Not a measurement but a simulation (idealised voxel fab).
The following process module bears the name voxel spacer lines.
Cross-section cut: width 275 nm, square cells of 5 nm.
This document writes a cross-section as a grid whose cells are square, and gives it as bands, listed from the top down; one or more rows of cells form a band. Heads up on the band format: heights come first, top then bottom, in nm. After that it's the materials left to right, each with its width in nm. A single material flagged "edge to edge" fills the whole band edge to edge, and "blank" means there's empty space there. Note: height 0 marks the level under which the wafer is uniformly one material as received. Lowest band unbounded below, written "z 0 and below". Think of "30..40" as a width that walks from the first number to the second as you go down the band, top row to bottom row, taking equal-sized steps from row to row. The cross-section has no changed cell in any step marked "remained unchanged". If an empty space has no open way to the top and is at least 8 cells in size, "Closed internal cavities" lists it, written width x height at distance, where distance is measured from the left edge and every value is in nm. after a step's settings: what the simulator itself notes on the step. On any step carrying a mask, the "overlay nm" setting, if present on the step's line, tells how far right of its planned place the mask lay; negative values point to the left. Heads up before you read on: it's before/after pairs around one process step each, after side only down to the lowest band that changed, step plus settings under the pair. Pairs can be from different runs of this module, same starting wafer, so only chain a pair onto the one above if its "Cross-section, before" entry says so.
**Cross-section, before**
    z 0 and below | Si edge to edge
    Closed internal cavities: none
**Resulting Structure**
    z 5 to 0 | Al2O3 edge to edge
    For the remainder of the cross-section, below 0, there is no change.
    Closed internal cavities: none
The step that takes the structure from the upper cross-section to the lower one is CONFORMAL_DEP (material Al2O3; thk nm 5)
Cross-section, before: nothing new to draw here, it's the after view of the pair just above.
**Resulting Structure**
    z 25 to 5 | W edge to edge
    For the remainder of the cross-section, below 5, there is no change.
    Closed internal cavities: none
The step that takes the structure from the upper cross-section to the lower one is DIRECTIONAL_DEP (material W; thk nm 20)
Cross-section, before: nothing new to draw here, it's the after view of the pair just above.
**Resulting Structure**
    z 45 to 25 | polySi edge to edge
    For the remainder of the cross-section, below 25, there is no change.
    Closed internal cavities: none
The step that takes the structure from the upper cross-section to the lower one is DIRECTIONAL_DEP (material polySi; thk nm 20)
Cross-section, before: nothing new to draw here, it's the after view of the pair just above.
**Resulting Structure**
    z 70 to 45 | blank 95 nm / resist 20 nm / blank 40 nm / resist 20 nm / blank 100 nm
    For the remainder of the cross-section, below 45, there is no change.
    Closed internal cavities: none
The step that takes the structure from the upper cross-section to the lower one is PATTERN (tone cover; mask id MANDREL; material resist; width nm 20; pitch nm 60; thk nm 25; overlay nm 0)
Cross-section, before: nothing new to draw here, it's the after view of the pair just above.
**Resulting Structure**
    z 70 to 45 | blank 95 nm / resist 20 nm / blank 40 nm / resist 20 nm / blank 100 nm
    z 45 to 25 | blank 95 nm / polySi 20 nm / blank 40 nm / polySi 20 nm / blank 100 nm
    For the remainder of the cross-section, below 25, there is no change.
    Closed internal cavities: none
The step that takes the structure from the upper cross-section to the lower one is DIRECTIONAL_ETCH (etch materials polySi; depth nm 20)
Cross-section, before: nothing new to draw here, it's the after view of the pair just above.
**Resulting Structure**
    z 45 to 25 | blank 95 nm / polySi 20 nm / blank 40 nm / polySi 20 nm / blank 100 nm
    For the remainder of the cross-section, below 25, there is no change.
    Closed internal cavities: none
The step that takes the structure from the upper cross-section to the lower one is STRIP (etch materials resist)
Cross-section, before: nothing new to draw here, it's the after view of the pair just above.
**Resulting Structure**
    z 55 to 45 | blank 85 nm / SiO2 40 nm / blank 20 nm / SiO2 40 nm / blank 90 nm
    z 45 to 35 | blank 85 nm / SiO2 10 nm / polySi 20 nm / SiO2 10 nm / blank 20 nm / SiO2 10 nm / polySi 20 nm / SiO2 10 nm / blank 90 nm
    z 35 to 25 | SiO2 95 nm / polySi 20 nm / SiO2 40 nm / polySi 20 nm / SiO2 100 nm
    For the remainder of the cross-section, below 25, there is no change.
    Closed internal cavities: none
The step that takes the structure from the upper cross-section to the lower one is CONFORMAL_DEP (material SiO2; thk nm 10)
Cross-section, before: nothing new to draw here, it's the after view of the pair just above.
**Resulting Structure**
    z 45 to 25 | blank 85 nm / SiO2 10 nm / polySi 20 nm / SiO2 10 nm / blank 20 nm / SiO2 10 nm / polySi 20 nm / SiO2 10 nm / blank 90 nm
    For the remainder of the cross-section, below 25, there is no change.
    Closed internal cavities: none
The step that takes the structure from the upper cross-section to the lower one is DIRECTIONAL_ETCH (etch materials SiO2; depth nm 10)
Cross-section, before: nothing new to draw here, it's the after view of the pair just above.
**Resulting Structure**
    z 45 to 25 | blank 85 nm / SiO2 10 nm / blank 20 nm / SiO2 10 nm / blank 20 nm / SiO2 10 nm / blank 20 nm / SiO2 10 nm / blank 90 nm
    For the remainder of the cross-section, below 25, there is no change.
    Closed internal cavities: none
The step that takes the structure from the upper cross-section to the lower one is STRIP (etch materials polySi)
Cross-section, before: nothing new to draw here, it's the after view of the pair just above.
**Resulting Structure**
    z 45 to 25 | blank 85 nm / SiO2 10 nm / blank 20 nm / SiO2 10 nm / blank 20 nm / SiO2 10 nm / blank 20 nm / SiO2 10 nm / blank 90 nm
    z 25 to 5 | blank 85 nm / W 10 nm / blank 20 nm / W 10 nm / blank 20 nm / W 10 nm / blank 20 nm / W 10 nm / blank 90 nm
    For the remainder of the cross-section, below 5, there is no change.
    Closed internal cavities: none
The step that takes the structure from the upper cross-section to the lower one is DIRECTIONAL_ETCH (etch materials W; depth nm 20)
Cross-section, before: nothing new to draw here, it's the after view of the pair just above.
**Resulting Structure**
    z 25 to 5 | blank 85 nm / W 10 nm / blank 20 nm / W 10 nm / blank 20 nm / W 10 nm / blank 20 nm / W 10 nm / blank 90 nm
    For the remainder of the cross-section, below 5, there is no change.
    Closed internal cavities: none
The step that takes the structure from the upper cross-section to the lower one is STRIP (etch materials SiO2)
Cross-section, before: nothing new to draw here, it's the after view of the pair just above.
**Resulting Structure**
    z 30 to 25 | SiO2 edge to edge
    z 25 to 5 | SiO2 85 nm / W 10 nm / SiO2 20 nm / W 10 nm / SiO2 20 nm / W 10 nm / SiO2 20 nm / W 10 nm / SiO2 90 nm
    For the remainder of the cross-section, below 5, there is no change.
    Closed internal cavities: none
The step that takes the structure from the upper cross-section to the lower one is FILL_DEP (material SiO2; thk nm 5)
Cross-section, before: nothing new to draw here, it's the after view of the pair just above.
**Resulting Structure**
    z 25 to 5 | SiO2 85 nm / W 10 nm / SiO2 20 nm / W 10 nm / SiO2 20 nm / W 10 nm / SiO2 20 nm / W 10 nm / SiO2 90 nm
    For the remainder of the cross-section, below 5, there is no change.
    Closed internal cavities: none
The step that takes the structure from the upper cross-section to the lower one is CMP (height nm 25)
**Cross-section, before**
    z 0 and below | Si edge to edge
    Closed internal cavities: none
**Resulting Structure**
    z 20 to 0 | W edge to edge
    For the remainder of the cross-section, below 0, there is no change.
    Closed internal cavities: none
The step that takes the structure from the upper cross-section to the lower one is DIRECTIONAL_DEP (material W; thk nm 20)
Cross-section, before: nothing new to draw here, it's the after view of the pair just above.
**Resulting Structure**
    z 40 to 20 | polySi edge to edge
    For the remainder of the cross-section, below 20, there is no change.
    Closed internal cavities: none
The step that takes the structure from the upper cross-section to the lower one is DIRECTIONAL_DEP (material polySi; thk nm 20)
Cross-section, before: nothing new to draw here, it's the after view of the pair just above.
**Resulting Structure**
    z 65 to 40 | blank 95 nm / resist 20 nm / blank 40 nm / resist 20 nm / blank 100 nm
    For the remainder of the cross-section, below 40, there is no change.
    Closed internal cavities: none
The step that takes the structure from the upper cross-section to the lower one is PATTERN (tone cover; mask id MANDREL; material resist; width nm 20; pitch nm 60; thk nm 25; overlay nm 0)
Cross-section, before: nothing new to draw here, it's the after view of the pair just above.
**Resulting Structure**
    z 65 to 40 | blank 95 nm / resist 20 nm / blank 40 nm / resist 20 nm / blank 100 nm
    z 40 to 20 | blank 95 nm / polySi 20 nm / blank 40 nm / polySi 20 nm / blank 100 nm
    For the remainder of the cross-section, below 20, there is no change.
    Closed internal cavities: none
The step that takes the structure from the upper cross-section to the lower one is DIRECTIONAL_ETCH (etch materials polySi; depth nm 20)
Cross-section, before: nothing new to draw here, it's the after view of the pair just above.
**Resulting Structure**
    z 40 to 20 | blank 95 nm / polySi 20 nm / blank 40 nm / polySi 20 nm / blank 100 nm
    For the remainder of the cross-section, below 20, there is no change.
    Closed internal cavities: none
The step that takes the structure from the upper cross-section to the lower one is STRIP (etch materials resist)
Cross-section, before: nothing new to draw here, it's the after view of the pair just above.
**Resulting Structure**
    z 50 to 40 | blank 85 nm / SiO2 40 nm / blank 20 nm / SiO2 40 nm / blank 90 nm
    z 40 to 30 | blank 85 nm / SiO2 10 nm / polySi 20 nm / SiO2 10 nm / blank 20 nm / SiO2 10 nm / polySi 20 nm / SiO2 10 nm / blank 90 nm
    z 30 to 20 | SiO2 95 nm / polySi 20 nm / SiO2 40 nm / polySi 20 nm / SiO2 100 nm
    For the remainder of the cross-section, below 20, there is no change.
    Closed internal cavities: none
The step that takes the structure from the upper cross-section to the lower one is CONFORMAL_DEP (material SiO2; thk nm 10)
Cross-section, before: nothing new to draw here, it's the after view of the pair just above.
**Resulting Structure**
    z 40 to 20 | blank 85 nm / SiO2 10 nm / polySi 20 nm / SiO2 10 nm / blank 20 nm / SiO2 10 nm / polySi 20 nm / SiO2 10 nm / blank 90 nm
    For the remainder of the cross-section, below 20, there is no change.
    Closed internal cavities: none
The step that takes the structure from the upper cross-section to the lower one is DIRECTIONAL_ETCH (etch materials SiO2; depth nm 10)
Cross-section, before: nothing new to draw here, it's the after view of the pair just above.
**Resulting Structure**
    z 40 to 20 | blank 85 nm / SiO2 10 nm / blank 20 nm / SiO2 10 nm / blank 20 nm / SiO2 10 nm / blank 20 nm / SiO2 10 nm / blank 90 nm
    For the remainder of the cross-section, below 20, there is no change.
    Closed internal cavities: none
The step that takes the structure from the upper cross-section to the lower one is STRIP (etch materials polySi)
Cross-section, before: nothing new to draw here, it's the after view of the pair just above.
**Resulting Structure**
    z 40 to 20 | blank 85 nm / SiO2 10 nm / blank 20 nm / SiO2 10 nm / blank 20 nm / SiO2 10 nm / blank 20 nm / SiO2 10 nm / blank 90 nm
    z 20 to 0 | blank 85 nm / W 10 nm / blank 20 nm / W 10 nm / blank 20 nm / W 10 nm / blank 20 nm / W 10 nm / blank 90 nm
    For the remainder of the cross-section, below 0, there is no change.
    Closed internal cavities: none
The step that takes the structure from the upper cross-section to the lower one is DIRECTIONAL_ETCH (etch materials W; depth nm 20)
Cross-section, before: nothing new to draw here, it's the after view of the pair just above.
**Resulting Structure**
    z 20 to 0 | blank 85 nm / W 10 nm / blank 20 nm / W 10 nm / blank 20 nm / W 10 nm / blank 20 nm / W 10 nm / blank 90 nm
    For the remainder of the cross-section, below 0, there is no change.
    Closed internal cavities: none
The step that takes the structure from the upper cross-section to the lower one is STRIP (etch materials SiO2)
Cross-section, before: nothing new to draw here, it's the after view of the pair just above.
**Resulting Structure**
    z 25 to 20 | SiO2 edge to edge
    z 20 to 0 | SiO2 85 nm / W 10 nm / SiO2 20 nm / W 10 nm / SiO2 20 nm / W 10 nm / SiO2 20 nm / W 10 nm / SiO2 90 nm
    For the remainder of the cross-section, below 0, there is no change.
    Closed internal cavities: none
The step that takes the structure from the upper cross-section to the lower one is FILL_DEP (material SiO2; thk nm 5)
**Cross-section, before**
    z 30 to 25 | SiO2 edge to edge
    z 25 to 5 | SiO2 85 nm / W 10 nm / SiO2 20 nm / W 10 nm / SiO2 20 nm / W 10 nm / SiO2 20 nm / W 10 nm / SiO2 90 nm
    z 5 to 0 | Al2O3 edge to edge
    z 0 and below | Si edge to edge
    Closed internal cavities: none
**Resulting Structure**
    z 35 to 25 | SiO2 edge to edge
    For the remainder of the cross-section, below 25, there is no change.
    Closed internal cavities: none
The step that takes the structure from the upper cross-section to the lower one is FILL_DEP (material SiO2; thk nm 5)
Cross-section, before: nothing new to draw here, it's the after view of the pair just above.
**Resulting Structure**
    z 25 to 5 | SiO2 85 nm / W 10 nm / SiO2 20 nm / W 10 nm / SiO2 20 nm / W 10 nm / SiO2 20 nm / W 10 nm / SiO2 90 nm
    For the remainder of the cross-section, below 5, there is no change.
    Closed internal cavities: none
The step that takes the structure from the upper cross-section to the lower one is CMP (height nm 25)
**Cross-section, before**
    z 5 to 0 | Al2O3 edge to edge
    z 0 and below | Si edge to edge
    Closed internal cavities: none
**Resulting Structure**
    z 25 to 5 | polySi edge to edge
    For the remainder of the cross-section, below 5, there is no change.
    Closed internal cavities: none
The step that takes the structure from the upper cross-section to the lower one is DIRECTIONAL_DEP (material polySi; thk nm 20)
Cross-section, before: nothing new to draw here, it's the after view of the pair just above.
**Resulting Structure**
    z 45 to 25 | W edge to edge
    For the remainder of the cross-section, below 25, there is no change.
    Closed internal cavities: none
The step that takes the structure from the upper cross-section to the lower one is DIRECTIONAL_DEP (material W; thk nm 20)
Cross-section, before: nothing new to draw here, it's the after view of the pair just above.
**Resulting Structure**
    z 70 to 45 | blank 95 nm / resist 20 nm / blank 40 nm / resist 20 nm / blank 100 nm
    For the remainder of the cross-section, below 45, there is no change.
    Closed internal cavities: none
The step that takes the structure from the upper cross-section to the lower one is PATTERN (tone cover; mask id MANDREL; material resist; width nm 20; pitch nm 60; thk nm 25; overlay nm 0)
Cross-section, before: nothing new to draw here, it's the after view of the pair just above.
**Resulting Structure**
    z 45 to 25 | W edge to edge
    For the remainder of the cross-section, below 25, there is no change.
    Closed internal cavities: none
The step that takes the structure from the upper cross-section to the lower one is STRIP (etch materials resist)
Cross-section, before: nothing new to draw here, it's the after view of the pair just above.
**Resulting Structure**
    z 55 to 45 | SiO2 edge to edge
    For the remainder of the cross-section, below 45, there is no change.
    Closed internal cavities: none
The step that takes the structure from the upper cross-section to the lower one is CONFORMAL_DEP (material SiO2; thk nm 10)
Cross-section, before: nothing new to draw here, it's the after view of the pair just above.
**Resulting Structure**
    z 45 to 25 | W edge to edge
    For the remainder of the cross-section, below 25, there is no change.
    Closed internal cavities: none
The step that takes the structure from the upper cross-section to the lower one is DIRECTIONAL_ETCH (etch materials SiO2; depth nm 10)
Cross-section, before: nothing new to draw here, it's the after view of the pair just above.
**Resulting Structure**
    z 25 to 5 | polySi edge to edge
    For the remainder of the cross-section, below 5, there is no change.
    Closed internal cavities: none
The step that takes the structure from the upper cross-section to the lower one is DIRECTIONAL_ETCH (etch materials W; depth nm 20)
Cross-section, before: nothing new to draw here, it's the after view of the pair just above.
**Resulting Structure**
    z 30 to 25 | SiO2 edge to edge
    For the remainder of the cross-section, below 25, there is no change.
    Closed internal cavities: none
The step that takes the structure from the upper cross-section to the lower one is FILL_DEP (material SiO2; thk nm 5)
Cross-section, before: nothing new to draw here, it's the after view of the pair just above.
**Resulting Structure**
    z 25 to 5 | polySi edge to edge
    For the remainder of the cross-section, below 5, there is no change.
    Closed internal cavities: none
The step that takes the structure from the upper cross-section to the lower one is CMP (height nm 25)
**Cross-section, before**
    z 30 to 25 | SiO2 edge to edge
    z 25 to 5 | SiO2 85 nm / W 10 nm / SiO2 20 nm / W 10 nm / SiO2 20 nm / W 10 nm / SiO2 20 nm / W 10 nm / SiO2 90 nm
    z 5 to 0 | Al2O3 edge to edge
    z 0 and below | Si edge to edge
    Closed internal cavities: none
**Resulting Structure**
    z 20 to 5 | SiO2 85 nm / W 10 nm / SiO2 20 nm / W 10 nm / SiO2 20 nm / W 10 nm / SiO2 20 nm / W 10 nm / SiO2 90 nm
    For the remainder of the cross-section, below 5, there is no change.
    Closed internal cavities: none
The step that takes the structure from the upper cross-section to the lower one is CMP (height nm 20)
**Cross-section, before**
    z 45 to 25 | polySi edge to edge
    z 25 to 5 | W edge to edge
    z 5 to 0 | Al2O3 edge to edge
    z 0 and below | Si edge to edge
    Closed internal cavities: none
**Resulting Structure**
    z 70 to 45 | blank 95 nm / resist 25 nm / blank 35 nm / resist 25 nm / blank 95 nm
    For the remainder of the cross-section, below 45, there is no change.
    Closed internal cavities: none
The step that takes the structure from the upper cross-section to the lower one is PATTERN (tone cover; mask id MANDREL; material resist; width nm 25; pitch nm 60; thk nm 25; overlay nm 0)
Cross-section, before: nothing new to draw here, it's the after view of the pair just above.
**Resulting Structure**
    z 70 to 45 | blank 95 nm / resist 25 nm / blank 35 nm / resist 25 nm / blank 95 nm
    z 45 to 25 | blank 95 nm / polySi 25 nm / blank 35 nm / polySi 25 nm / blank 95 nm
    For the remainder of the cross-section, below 25, there is no change.
    Closed internal cavities: none
The step that takes the structure from the upper cross-section to the lower one is DIRECTIONAL_ETCH (etch materials polySi; depth nm 20)
Cross-section, before: nothing new to draw here, it's the after view of the pair just above.
**Resulting Structure**
    z 45 to 25 | blank 95 nm / polySi 25 nm / blank 35 nm / polySi 25 nm / blank 95 nm
    For the remainder of the cross-section, below 25, there is no change.
    Closed internal cavities: none
The step that takes the structure from the upper cross-section to the lower one is STRIP (etch materials resist)
Cross-section, before: nothing new to draw here, it's the after view of the pair just above.
**Resulting Structure**
    z 55 to 45 | blank 85 nm / SiO2 45 nm / blank 15 nm / SiO2 45 nm / blank 85 nm
    z 45 to 35 | blank 85 nm / SiO2 10 nm / polySi 25 nm / SiO2 10 nm / blank 15 nm / SiO2 10 nm / polySi 25 nm / SiO2 10 nm / blank 85 nm
    z 35 to 25 | SiO2 95 nm / polySi 25 nm / SiO2 35 nm / polySi 25 nm / SiO2 95 nm
    For the remainder of the cross-section, below 25, there is no change.
    Closed internal cavities: none
The step that takes the structure from the upper cross-section to the lower one is CONFORMAL_DEP (material SiO2; thk nm 10)
Cross-section, before: nothing new to draw here, it's the after view of the pair just above.
**Resulting Structure**
    z 45 to 25 | blank 85 nm / SiO2 10 nm / polySi 25 nm / SiO2 10 nm / blank 15 nm / SiO2 10 nm / polySi 25 nm / SiO2 10 nm / blank 85 nm
    For the remainder of the cross-section, below 25, there is no change.
    Closed internal cavities: none
The step that takes the structure from the upper cross-section to the lower one is DIRECTIONAL_ETCH (etch materials SiO2; depth nm 10)
Cross-section, before: nothing new to draw here, it's the after view of the pair just above.
**Resulting Structure**
    z 45 to 25 | blank 85 nm / SiO2 10 nm / blank 25 nm / SiO2 10 nm / blank 15 nm / SiO2 10 nm / blank 25 nm / SiO2 10 nm / blank 85 nm
    For the remainder of the cross-section, below 25, there is no change.
    Closed internal cavities: none
The step that takes the structure from the upper cross-section to the lower one is STRIP (etch materials polySi)
Cross-section, before: nothing new to draw here, it's the after view of the pair just above.
**Resulting Structure**
    z 45 to 25 | blank 85 nm / SiO2 10 nm / blank 25 nm / SiO2 10 nm / blank 15 nm / SiO2 10 nm / blank 25 nm / SiO2 10 nm / blank 85 nm
    z 25 to 5 | blank 85 nm / W 10 nm / blank 25 nm / W 10 nm / blank 15 nm / W 10 nm / blank 25 nm / W 10 nm / blank 85 nm
    For the remainder of the cross-section, below 5, there is no change.
    Closed internal cavities: none
The step that takes the structure from the upper cross-section to the lower one is DIRECTIONAL_ETCH (etch materials W; depth nm 20)
Cross-section, before: nothing new to draw here, it's the after view of the pair just above.
**Resulting Structure**
    z 25 to 5 | blank 85 nm / W 10 nm / blank 25 nm / W 10 nm / blank 15 nm / W 10 nm / blank 25 nm / W 10 nm / blank 85 nm
    For the remainder of the cross-section, below 5, there is no change.
    Closed internal cavities: none
The step that takes the structure from the upper cross-section to the lower one is STRIP (etch materials SiO2)
Cross-section, before: nothing new to draw here, it's the after view of the pair just above.
**Resulting Structure**
    z 30 to 25 | SiO2 edge to edge
    z 25 to 5 | SiO2 85 nm / W 10 nm / SiO2 25 nm / W 10 nm / SiO2 15 nm / W 10 nm / SiO2 25 nm / W 10 nm / SiO2 85 nm
    For the remainder of the cross-section, below 5, there is no change.
    Closed internal cavities: none
The step that takes the structure from the upper cross-section to the lower one is FILL_DEP (material SiO2; thk nm 5)
Cross-section, before: nothing new to draw here, it's the after view of the pair just above.
**Resulting Structure**
    z 25 to 5 | SiO2 85 nm / W 10 nm / SiO2 25 nm / W 10 nm / SiO2 15 nm / W 10 nm / SiO2 25 nm / W 10 nm / SiO2 85 nm
    For the remainder of the cross-section, below 5, there is no change.
    Closed internal cavities: none
The step that takes the structure from the upper cross-section to the lower one is CMP (height nm 25)
**Cross-section, before**
    z 45 to 25 | polySi edge to edge
    z 25 to 5 | W edge to edge
    z 5 to 0 | Al2O3 edge to edge
    z 0 and below | Si edge to edge
    Closed internal cavities: none
**Resulting Structure**
    z 70 to 45 | blank 100 nm / resist 20 nm / blank 40 nm / resist 20 nm / blank 95 nm
    For the remainder of the cross-section, below 45, there is no change.
    Closed internal cavities: none
The step that takes the structure from the upper cross-section to the lower one is PATTERN (tone cover; mask id MANDREL; material resist; width nm 20; pitch nm 60; thk nm 25; overlay nm 5)
Cross-section, before: nothing new to draw here, it's the after view of the pair just above.
**Resulting Structure**
    z 70 to 45 | blank 100 nm / resist 20 nm / blank 40 nm / resist 20 nm / blank 95 nm
    z 45 to 25 | blank 100 nm / polySi 20 nm / blank 40 nm / polySi 20 nm / blank 95 nm
    For the remainder of the cross-section, below 25, there is no change.
    Closed internal cavities: none
The step that takes the structure from the upper cross-section to the lower one is DIRECTIONAL_ETCH (etch materials polySi; depth nm 20)
Cross-section, before: nothing new to draw here, it's the after view of the pair just above.
**Resulting Structure**
    z 45 to 25 | blank 100 nm / polySi 20 nm / blank 40 nm / polySi 20 nm / blank 95 nm
    For the remainder of the cross-section, below 25, there is no change.
    Closed internal cavities: none
The step that takes the structure from the upper cross-section to the lower one is STRIP (etch materials resist)
Cross-section, before: nothing new to draw here, it's the after view of the pair just above.
**Resulting Structure**
    z 55 to 45 | blank 90 nm / SiO2 40 nm / blank 20 nm / SiO2 40 nm / blank 85 nm
    z 45 to 35 | blank 90 nm / SiO2 10 nm / polySi 20 nm / SiO2 10 nm / blank 20 nm / SiO2 10 nm / polySi 20 nm / SiO2 10 nm / blank 85 nm
    z 35 to 25 | SiO2 100 nm / polySi 20 nm / SiO2 40 nm / polySi 20 nm / SiO2 95 nm
    For the remainder of the cross-section, below 25, there is no change.
    Closed internal cavities: none
The step that takes the structure from the upper cross-section to the lower one is CONFORMAL_DEP (material SiO2; thk nm 10)
Cross-section, before: nothing new to draw here, it's the after view of the pair just above.
**Resulting Structure**
    z 45 to 25 | blank 90 nm / SiO2 10 nm / polySi 20 nm / SiO2 10 nm / blank 20 nm / SiO2 10 nm / polySi 20 nm / SiO2 10 nm / blank 85 nm
    For the remainder of the cross-section, below 25, there is no change.
    Closed internal cavities: none
The step that takes the structure from the upper cross-section to the lower one is DIRECTIONAL_ETCH (etch materials SiO2; depth nm 10)
Cross-section, before: nothing new to draw here, it's the after view of the pair just above.
**Resulting Structure**
    z 45 to 25 | blank 90 nm / SiO2 10 nm / blank 20 nm / SiO2 10 nm / blank 20 nm / SiO2 10 nm / blank 20 nm / SiO2 10 nm / blank 85 nm
    For the remainder of the cross-section, below 25, there is no change.
    Closed internal cavities: none
The step that takes the structure from the upper cross-section to the lower one is STRIP (etch materials polySi)
Cross-section, before: nothing new to draw here, it's the after view of the pair just above.
**Resulting Structure**
    z 45 to 25 | blank 90 nm / SiO2 10 nm / blank 20 nm / SiO2 10 nm / blank 20 nm / SiO2 10 nm / blank 20 nm / SiO2 10 nm / blank 85 nm
    z 25 to 5 | blank 90 nm / W 10 nm / blank 20 nm / W 10 nm / blank 20 nm / W 10 nm / blank 20 nm / W 10 nm / blank 85 nm
    For the remainder of the cross-section, below 5, there is no change.
    Closed internal cavities: none
The step that takes the structure from the upper cross-section to the lower one is DIRECTIONAL_ETCH (etch materials W; depth nm 20)
Cross-section, before: nothing new to draw here, it's the after view of the pair just above.
**Resulting Structure**
    z 25 to 5 | blank 90 nm / W 10 nm / blank 20 nm / W 10 nm / blank 20 nm / W 10 nm / blank 20 nm / W 10 nm / blank 85 nm
    For the remainder of the cross-section, below 5, there is no change.
    Closed internal cavities: none
The step that takes the structure from the upper cross-section to the lower one is STRIP (etch materials SiO2)
Cross-section, before: nothing new to draw here, it's the after view of the pair just above.
**Resulting Structure**
    z 30 to 25 | SiO2 edge to edge
    z 25 to 5 | SiO2 90 nm / W 10 nm / SiO2 20 nm / W 10 nm / SiO2 20 nm / W 10 nm / SiO2 20 nm / W 10 nm / SiO2 85 nm
    For the remainder of the cross-section, below 5, there is no change.
    Closed internal cavities: none
The step that takes the structure from the upper cross-section to the lower one is FILL_DEP (material SiO2; thk nm 5)
Cross-section, before: nothing new to draw here, it's the after view of the pair just above.
**Resulting Structure**
    z 25 to 5 | SiO2 90 nm / W 10 nm / SiO2 20 nm / W 10 nm / SiO2 20 nm / W 10 nm / SiO2 20 nm / W 10 nm / SiO2 85 nm
    For the remainder of the cross-section, below 5, there is no change.
    Closed internal cavities: none
The step that takes the structure from the upper cross-section to the lower one is CMP (height nm 25)
**Cross-section, before**
    z 5 to 0 | Al2O3 edge to edge
    z 0 and below | Si edge to edge
    Closed internal cavities: none
**Resulting Structure**
    z 25 to 0 | Al2O3 edge to edge
    For the remainder of the cross-section, below 0, there is no change.
    Closed internal cavities: none
The step that takes the structure from the upper cross-section to the lower one is DIRECTIONAL_DEP (material Al2O3; thk nm 20)
Cross-section, before: nothing new to draw here, it's the after view of the pair just above.
**Resulting Structure**
    z 45 to 25 | polySi edge to edge
    For the remainder of the cross-section, below 25, there is no change.
    Closed internal cavities: none
The step that takes the structure from the upper cross-section to the lower one is DIRECTIONAL_DEP (material polySi; thk nm 20)
Cross-section, before: nothing new to draw here, it's the after view of the pair just above.
**Resulting Structure**
    z 70 to 45 | blank 95 nm / resist 20 nm / blank 40 nm / resist 20 nm / blank 100 nm
    For the remainder of the cross-section, below 45, there is no change.
    Closed internal cavities: none
The step that takes the structure from the upper cross-section to the lower one is PATTERN (tone cover; mask id MANDREL; material resist; width nm 20; pitch nm 60; thk nm 25; overlay nm 0)
Cross-section, before: nothing new to draw here, it's the after view of the pair just above.
**Resulting Structure**
    z 70 to 45 | blank 95 nm / resist 20 nm / blank 40 nm / resist 20 nm / blank 100 nm
    z 45 to 25 | blank 95 nm / polySi 20 nm / blank 40 nm / polySi 20 nm / blank 100 nm
    For the remainder of the cross-section, below 25, there is no change.
    Closed internal cavities: none
The step that takes the structure from the upper cross-section to the lower one is DIRECTIONAL_ETCH (etch materials polySi; depth nm 20)
Cross-section, before: nothing new to draw here, it's the after view of the pair just above.
**Resulting Structure**
    z 45 to 25 | blank 95 nm / polySi 20 nm / blank 40 nm / polySi 20 nm / blank 100 nm
    For the remainder of the cross-section, below 25, there is no change.
    Closed internal cavities: none
The step that takes the structure from the upper cross-section to the lower one is STRIP (etch materials resist)
Cross-section, before: nothing new to draw here, it's the after view of the pair just above.
**Resulting Structure**
    z 55 to 45 | blank 85 nm / SiO2 40 nm / blank 20 nm / SiO2 40 nm / blank 90 nm
    z 45 to 35 | blank 85 nm / SiO2 10 nm / polySi 20 nm / SiO2 10 nm / blank 20 nm / SiO2 10 nm / polySi 20 nm / SiO2 10 nm / blank 90 nm
    z 35 to 25 | SiO2 95 nm / polySi 20 nm / SiO2 40 nm / polySi 20 nm / SiO2 100 nm
    For the remainder of the cross-section, below 25, there is no change.
    Closed internal cavities: none
The step that takes the structure from the upper cross-section to the lower one is CONFORMAL_DEP (material SiO2; thk nm 10)
Cross-section, before: nothing new to draw here, it's the after view of the pair just above.
**Resulting Structure**
    z 45 to 25 | blank 85 nm / SiO2 10 nm / polySi 20 nm / SiO2 10 nm / blank 20 nm / SiO2 10 nm / polySi 20 nm / SiO2 10 nm / blank 90 nm
    For the remainder of the cross-section, below 25, there is no change.
    Closed internal cavities: none
The step that takes the structure from the upper cross-section to the lower one is DIRECTIONAL_ETCH (etch materials SiO2; depth nm 10)
Cross-section, before: nothing new to draw here, it's the after view of the pair just above.
**Resulting Structure**
    z 45 to 25 | blank 85 nm / SiO2 10 nm / blank 20 nm / SiO2 10 nm / blank 20 nm / SiO2 10 nm / blank 20 nm / SiO2 10 nm / blank 90 nm
    For the remainder of the cross-section, below 25, there is no change.
    Closed internal cavities: none
The step that takes the structure from the upper cross-section to the lower one is STRIP (etch materials polySi)
Cross-section, before: nothing new to draw here, it's the after view of the pair just above.
**Resulting Structure**
    z 25 to 0 | Al2O3 edge to edge
    For the remainder of the cross-section, below 0, there is no change.
    Closed internal cavities: none
The step that takes the structure from the upper cross-section to the lower one is STRIP (etch materials SiO2)
Cross-section, before: nothing new to draw here, it's the after view of the pair just above.
**Resulting Structure**
    z 30 to 25 | SiO2 edge to edge
    For the remainder of the cross-section, below 25, there is no change.
    Closed internal cavities: none
The step that takes the structure from the upper cross-section to the lower one is FILL_DEP (material SiO2; thk nm 5)
Cross-section, before: nothing new to draw here, it's the after view of the pair just above.
**Resulting Structure**
    z 25 to 0 | Al2O3 edge to edge
    For the remainder of the cross-section, below 0, there is no change.
    Closed internal cavities: none
The step that takes the structure from the upper cross-section to the lower one is CMP (height nm 25)
